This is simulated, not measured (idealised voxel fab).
process module | voxel ribs on slabs
FYI the section here is cut, 255 nm wide, cells are 5 nm squares.
Cross-section format: a grid of square cells, given as bands from top to bottom; each band is one or more rows of cells. A band entry consists of two parts. The first gives the height of the band's top and the height of its bottom, in nm. The rest lists the band's materials from left to right, each with its width in nm. A single material labelled with the word "all across" fills the band from edge to edge, and the word "blank" marks empty space. Beneath 0, the wafer as received is one material, and that level is where height counting begins. The lowest band goes on downward without a bottom; it is written like "0..down". Graded width ("30 to 40"): value in top row of band = first number; value in bottom row = second number; row-to-row change constant. The cross-section has no changed cell in any step marked "remained the same". Enclosed voids (no open way to top), threshold 8 cells or more, entry "Voids, fully enclosed", notation width x height at distance, distance from left edge, nm. after a step's settings: what the simulator itself notes on the step. overlay nm: mask right of planned place by this much (step with mask). Neg. = left.
LIST OF PLANNED PROCESS STEPS
1,RECEIVE: material Si
2,DIRECTIONAL_DEP: material SiO2, thk nm 30
3,DIRECTIONAL_DEP: material polySi, thk nm 25
4,MASKED_ETCH: tone cover, mask id RIB, width nm 25, etch materials polySi, depth nm 15, overlay nm 0
5,MASKED_ETCH: tone cover, mask id SLAB, width nm 75, etch materials polySi, depth nm 10, overlay nm 0
6,FILL_DEP: material SiO2, thk nm 15
7,CMP: height nm 65
8,DIRECTIONAL_DEP: material TiN, thk nm 10
9,PATTERN: tone cover, mask id HEATER, material resist, width nm 35, thk nm 15, overlay nm 0
10,DIRECTIONAL_ETCH: etch materials TiN, depth nm 10
11,STRIP: etch materials resist
12,CONFORMAL_DEP: material SiO2, thk nm 5
WAFER AS RECEIVED: CROSS-SECTION FOLLOWING STEP 1
- 0..down | Si all across
- Voids, fully enclosed: none
THE FIRST OF TWO WAFERS, CROSS-SECTIONED AT THE END OF THE MODULE, WITH THE RUN PROCEEDING AS PLANNED
- 80..75 | blank: 105 | SiO2: 45 | blank: 105
- 75..70 | blank: 105 | SiO2: 5 | TiN: 35 | SiO2: 5 | blank: 105
- 70..65 | SiO2: 110 | TiN: 35 | SiO2: 110
- 65..55 | SiO2 all across
- 55..40 | SiO2: 115 | polySi: 25 | SiO2: 115
- 40..30 | SiO2: 90 | polySi: 75 | SiO2: 90
- 30..0 | SiO2 all across
- 0..down | Si all across
- Voids, fully enclosed: none
END OF MODULE, SECOND WAFER, CROSS-SECTION. STARTED LIKE THE FIRST, PLANNED LIKE THE FIRST, RUN WITH ONE MISTAKE
- 80..75 | blank: 105 | SiO2: 45 | blank: 105
- 75..70 | blank: 105 | SiO2: 5 | TiN: 35 | SiO2: 5 | blank: 105
- 70..65 | SiO2: 110 | TiN: 35 | SiO2: 110
- 65..55 | SiO2: 90 | polySi: 75 | SiO2: 90
- 55..30 | polySi all across
- 30..0 | SiO2 all across
- 0..down | Si all across
- Voids, fully enclosed: none
Plan not followed: step 3, plan: ran twice
Upon completion, the second wafer contains, in terms of cells, a greater or smaller amount of certain materials than the first wafer: SiO2 -240 | polySi +240
